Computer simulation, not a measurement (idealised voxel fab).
Process module name: voxel gate over fins
Square cells of 5 nm make up the cross-section cut, whose width is 265 nm.
A cross-section is written here as square cells arranged in a grid, and it is given in bands from the top down, each band taking up one or more rows of cells. The entry gives the band's vertical extent as a top height and a bottom height in nm, then its horizontal make-up as materials from left to right, each with a width in nm. "blank" stands for empty space; a single material marked "everywhere" fills the band edge to edge. Beneath 0, the wafer as received is one material, and that level is where height counting begins. The lowest band goes on downward without a bottom; it is written like "top 0, no bottom". Top row gets the first number, bottom row gets the second, and each row in between changes by the same step: that is how a band width like "30 to 40" works. "everything unchanged" (step): cross-section cells unchanged, all of them. For the entry "Trapped void list", the listed items are empty spaces with no open way to the top whose size is 8 cells or more; each item follows the pattern width x height at distance, where distance is from the left edge and all three are in nm. That trailing text on a step's line, after the settings, is the simulator's own remark on the step. overlay nm: on a step with a mask, how far right of its planned place the mask lay; negative means left.

### The process steps that were planned are listed below
1: op RECEIVE | material Si
2: op CONFORMAL_DEP | material SiN | thk nm 10
3: op DIRECTIONAL_DEP | material aC | thk nm 10
4: op PATTERN | tone cover | mask id FINS | material resist | width nm 15 | pitch nm 50 | thk nm 30 | overlay nm 0
5: op DIRECTIONAL_ETCH | etch materials aC | depth nm 10
6: op STRIP | etch materials resist
7: op DIRECTIONAL_ETCH | etch materials SiN | depth nm 10
8: op DIRECTIONAL_ETCH | etch materials Si | depth nm 30
9: op STRIP | etch materials aC
10: op FILL_DEP | material SiO2 | thk nm 10
11: op CMP | height nm 10
12: op PATTERN | tone open | mask id RAIL | material resist | width nm 15 | thk nm 20 | overlay nm 0
13: op DIRECTIONAL_ETCH | etch materials SiO2 | depth nm 35
14: op STRIP | etch materials resist
15: op CONFORMAL_DEP | material TiN | thk nm 5
16: op FILL_DEP | material W | thk nm 10
17: op CMP | height nm 10
18: op SELECTIVE_ETCH | etch materials W Ru TiN | depth nm 25
19: op FILL_DEP | material SiO2 | thk nm 5
20: op CMP | height nm 10
21: op SELECTIVE_ETCH | etch materials SiO2 | depth nm 20
22: op STRIP | etch materials SiN
23: op CONFORMAL_DEP | material HfO2 | thk nm 5
24: op CONFORMAL_DEP | material TiN | thk nm 5
25: op FILL_DEP | material W | thk nm 15
26: op CMP | height nm 20
27: op CONFORMAL_DEP | material SiCN | thk nm 5

### Cross-section: wafer on arrival = after step 1
top 0, no bottom = Si everywhere
Trapped void list: none

### Wafer at module end, in section. Began as above, planned as above, run with one mistake
top 25, bottom 20 = SiCN everywhere
top 20, bottom 10 = W everywhere
top 10, bottom 5 = W: 95 / TiN: 35 / W: 15 / TiN: 35 / W: 85
top 5, bottom 0 = W: 95 / TiN: 5 / HfO2: 25 / TiN: 5 / W: 15 / TiN: 5 / HfO2: 25 / TiN: 5 / W: 85
top 0, bottom -5 = TiN: 100 / HfO2: 5 / Si: 15 / HfO2: 5 / TiN: 25 / HfO2: 5 / Si: 15 / HfO2: 5 / TiN: 90
top -5, bottom -10 = HfO2: 105 / Si: 15 / HfO2: 35 / Si: 15 / HfO2: 95
top -10, bottom -15 = SiO2: 105 / Si: 15 / SiO2: 35 / Si: 15 / SiO2: 95
top -15, bottom -20 = SiO2: 105 / Si: 15 / SiO2: 5 / TiN: 5 / W: 5 / TiN: 5 / SiO2: 15 / Si: 15 / SiO2: 95
top -20, bottom -25 = SiO2: 105 / Si: 15 / SiO2: 5 / TiN: 15 / SiO2: 15 / Si: 15 / SiO2: 95
top -25, bottom -30 = SiO2: 105 / Si: 15 / SiO2: 35 / Si: 15 / SiO2: 95
top -30, no bottom = Si everywhere
Trapped void list: none
What broke from the plan during processing? step 4 went in with a setting other than planned; the actual run was op PATTERN | tone cover | mask id FINS | material resist | width nm 15 | pitch nm 50 | thk nm 30 | overlay nm 5
